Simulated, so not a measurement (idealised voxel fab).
process module | voxel air gaps
cross-section cut | 275 nm wide | cells 5 nm
A cross-section is a grid of square cells, given in bands from the top down. A band is one or more rows of cells.
Each band's line starts with the height of the band's top and of its bottom, in nm. Then come its materials from left to right, each with its width in nm. One material with "throughout" fills the band from edge to edge. "air" is empty space.
Height 0 is the level under which the wafer as received is all one material. The lowest band goes on downwards, as in "0 down".
A width such as "30 to 40" changes by the same amount from each row of cells to the next, from the band's top row to its bottom row.
"no change" after a step means that no cell of the cross-section changed.
closed voids: empty space of 8 cells or more with no open way to the top, each as width x height at its distance from the left edge, in nm
after a step's settings: what the simulator itself notes on the step
overlay nm, on a step with a mask: how far to the right of its planned place the mask lay; to the left if negative
plan
1 op RECEIVE | material Si
2 op CONFORMAL_DEP | material SiO2 | thk nm 10
3 op CONFORMAL_DEP | material SiCN | thk nm 5
4 op DIRECTIONAL_DEP | material SiO2 | thk nm 40
5 op DIRECTIONAL_DEP | material aC | thk nm 10
6 op PATTERN | tone open | mask id LINES | material resist | width nm 25 | pitch nm 55 | thk nm 30 | overlay nm 0
7 op DIRECTIONAL_ETCH | etch materials aC | depth nm 10
8 op STRIP | etch materials resist
9 op DIRECTIONAL_ETCH | etch materials SiO2 | depth nm 40
10 op STRIP | etch materials aC
11 op CONFORMAL_DEP | material TiN | thk nm 5
12 op FILL_DEP | material Ru | thk nm 10
13 op CMP | height nm 55
14 op EPI | material Ru | thk nm 10
15 op SELECTIVE_ETCH | etch materials SiO2 | depth nm 50
16 op CONFORMAL_DEP | material SiCN | thk nm 5
first wafer, as planned
as received, after step 1
  0 down: Si throughout
  closed voids: none
after step 2
  10 to 0: SiO2 throughout
  below 0: unchanged
after step 3
  15 to 10: SiCN throughout
  below 10: unchanged
after step 4
  55 to 15: SiO2 throughout
  below 15: unchanged
after step 5
  65 to 55: aC throughout
  below 55: unchanged
after step 6
  95 to 65: resist 70 | air 25 | resist 30 | air 25 | resist 30 | air 25 | resist 70
  below 65: unchanged
after step 7
  85 to 65: resist 70 | air 25 | resist 30 | air 25 | resist 30 | air 25 | resist 70
  65 to 55: aC 70 | air 25 | aC 30 | air 25 | aC 30 | air 25 | aC 70
  below 55: unchanged
after step 8
  65 to 55: aC 70 | air 25 | aC 30 | air 25 | aC 30 | air 25 | aC 70
  below 55: unchanged
after step 9
  65 to 55: aC 70 | air 25 | aC 30 | air 25 | aC 30 | air 25 | aC 70
  55 to 15: SiO2 70 | air 25 | SiO2 30 | air 25 | SiO2 30 | air 25 | SiO2 70
  below 15: unchanged
after step 10
  55 to 15: SiO2 70 | air 25 | SiO2 30 | air 25 | SiO2 30 | air 25 | SiO2 70
  below 15: unchanged
after step 11
  60 to 55: TiN 75 | air 15 | TiN 40 | air 15 | TiN 40 | air 15 | TiN 75
  55 to 20: SiO2 70 | TiN 5 | air 15 | TiN 5 | SiO2 30 | TiN 5 | air 15 | TiN 5 | SiO2 30 | TiN 5 | air 15 | TiN 5 | SiO2 70
  20 to 15: SiO2 70 | TiN 25 | SiO2 30 | TiN 25 | SiO2 30 | TiN 25 | SiO2 70
  below 15: unchanged
after step 12
  70 to 60: Ru throughout
  60 to 55: TiN 75 | Ru 15 | TiN 40 | Ru 15 | TiN 40 | Ru 15 | TiN 75
  55 to 20: SiO2 70 | TiN 5 | Ru 15 | TiN 5 | SiO2 30 | TiN 5 | Ru 15 | TiN 5 | SiO2 30 | TiN 5 | Ru 15 | TiN 5 | SiO2 70
  below 20: unchanged
after step 13
  55 to 20: SiO2 70 | TiN 5 | Ru 15 | TiN 5 | SiO2 30 | TiN 5 | Ru 15 | TiN 5 | SiO2 30 | TiN 5 | Ru 15 | TiN 5 | SiO2 70
  below 20: unchanged
after step 14
  65 to 55: air 60 | Ru 45 | air 10 | Ru 45 | air 10 | Ru 45 | air 60
  below 55: unchanged
after step 15
  65 to 55: air 60 | Ru 45 | air 10 | Ru 45 | air 10 | Ru 45 | air 60
  55 to 20: air 70 | TiN 5 | Ru 15 | TiN 5 | air 30 | TiN 5 | Ru 15 | TiN 5 | air 30 | TiN 5 | Ru 15 | TiN 5 | air 70
  20 to 15: air 70 | TiN 25 | air 30 | TiN 25 | air 30 | TiN 25 | air 70
  below 15: unchanged
after step 16
  70 to 65: air 55 | SiCN 165 | air 55
  65 to 55: air 55 | SiCN 5 | Ru 45 | SiCN 10 | Ru 45 | SiCN 10 | Ru 45 | SiCN 5 | air 55
  55 to 50: air 55 | SiCN 15 | TiN 5 | Ru 15 | TiN 5 | SiCN 30 | TiN 5 | Ru 15 | TiN 5 | SiCN 30 | TiN 5 | Ru 15 | TiN 5 | SiCN 15 | air 55
  50 to 20: air 65 | SiCN 5 | TiN 5 | Ru 15 | TiN 5 | SiCN 5 | air 20 | SiCN 5 | TiN 5 | Ru 15 | TiN 5 | SiCN 5 | air 20 | SiCN 5 | TiN 5 | Ru 15 | TiN 5 | SiCN 5 | air 65
  20 to 15: SiCN 70 | TiN 25 | SiCN 30 | TiN 25 | SiCN 30 | TiN 25 | SiCN 70
  below 15: unchanged
  closed voids: 20 x 30 at 100; 20 x 30 at 155
second wafer: like start, like plan, one mistake. Through step 2 it matches the first wafer
when step 3 should have ended
  15 to 10: TiN throughout
  below 10: unchanged
when step 4 should have ended
  55 to 15: SiO2 throughout
  below 15: unchanged
when step 5 should have ended
  65 to 55: aC throughout
  below 55: unchanged
when step 6 should have ended
  95 to 65: resist 70 | air 25 | resist 30 | air 25 | resist 30 | air 25 | resist 70
  below 65: unchanged
when step 7 should have ended
  85 to 65: resist 70 | air 25 | resist 30 | air 25 | resist 30 | air 25 | resist 70
  65 to 55: aC 70 | air 25 | aC 30 | air 25 | aC 30 | air 25 | aC 70
  below 55: unchanged
when step 8 should have ended
  65 to 55: aC 70 | air 25 | aC 30 | air 25 | aC 30 | air 25 | aC 70
  below 55: unchanged
when step 9 should have ended
  65 to 55: aC 70 | air 25 | aC 30 | air 25 | aC 30 | air 25 | aC 70
  55 to 15: SiO2 70 | air 25 | SiO2 30 | air 25 | SiO2 30 | air 25 | SiO2 70
  below 15: unchanged
when step 10 should have ended
  55 to 15: SiO2 70 | air 25 | SiO2 30 | air 25 | SiO2 30 | air 25 | SiO2 70
  below 15: unchanged
when step 11 should have ended
  60 to 55: TiN 75 | air 15 | TiN 40 | air 15 | TiN 40 | air 15 | TiN 75
  55 to 20: SiO2 70 | TiN 5 | air 15 | TiN 5 | SiO2 30 | TiN 5 | air 15 | TiN 5 | SiO2 30 | TiN 5 | air 15 | TiN 5 | SiO2 70
  20 to 15: SiO2 70 | TiN 25 | SiO2 30 | TiN 25 | SiO2 30 | TiN 25 | SiO2 70
  below 15: unchanged
when step 12 should have ended
  70 to 60: Ru throughout
  60 to 55: TiN 75 | Ru 15 | TiN 40 | Ru 15 | TiN 40 | Ru 15 | TiN 75
  55 to 20: SiO2 70 | TiN 5 | Ru 15 | TiN 5 | SiO2 30 | TiN 5 | Ru 15 | TiN 5 | SiO2 30 | TiN 5 | Ru 15 | TiN 5 | SiO2 70
  below 20: unchanged
when step 13 should have ended
  55 to 20: SiO2 70 | TiN 5 | Ru 15 | TiN 5 | SiO2 30 | TiN 5 | Ru 15 | TiN 5 | SiO2 30 | TiN 5 | Ru 15 | TiN 5 | SiO2 70
  below 20: unchanged
when step 14 should have ended
  65 to 55: air 60 | Ru 45 | air 10 | Ru 45 | air 10 | Ru 45 | air 60
  below 55: unchanged
when step 15 should have ended
  65 to 55: air 60 | Ru 45 | air 10 | Ru 45 | air 10 | Ru 45 | air 60
  55 to 20: air 70 | TiN 5 | Ru 15 | TiN 5 | air 30 | TiN 5 | Ru 15 | TiN 5 | air 30 | TiN 5 | Ru 15 | TiN 5 | air 70
  20 to 15: air 70 | TiN 25 | air 30 | TiN 25 | air 30 | TiN 25 | air 70
  below 15: unchanged
when step 16 should have ended
  70 to 65: air 55 | SiCN 165 | air 55
  65 to 55: air 55 | SiCN 5 | Ru 45 | SiCN 10 | Ru 45 | SiCN 10 | Ru 45 | SiCN 5 | air 55
  55 to 50: air 55 | SiCN 15 | TiN 5 | Ru 15 | TiN 5 | SiCN 30 | TiN 5 | Ru 15 | TiN 5 | SiCN 30 | TiN 5 | Ru 15 | TiN 5 | SiCN 15 | air 55
  50 to 20: air 65 | SiCN 5 | TiN 5 | Ru 15 | TiN 5 | SiCN 5 | air 20 | SiCN 5 | TiN 5 | Ru 15 | TiN 5 | SiCN 5 | air 20 | SiCN 5 | TiN 5 | Ru 15 | TiN 5 | SiCN 5 | air 65
  20 to 15: SiCN 70 | TiN 25 | SiCN 30 | TiN 25 | SiCN 30 | TiN 25 | SiCN 70
  below 15: unchanged
  closed voids: 20 x 30 at 100; 20 x 30 at 155
what went wrong: step 3 ran as: op CONFORMAL_DEP | material TiN | thk nm 5
at the end the second wafer has, in cells: 55 fewer of SiCN | 55 more of TiN
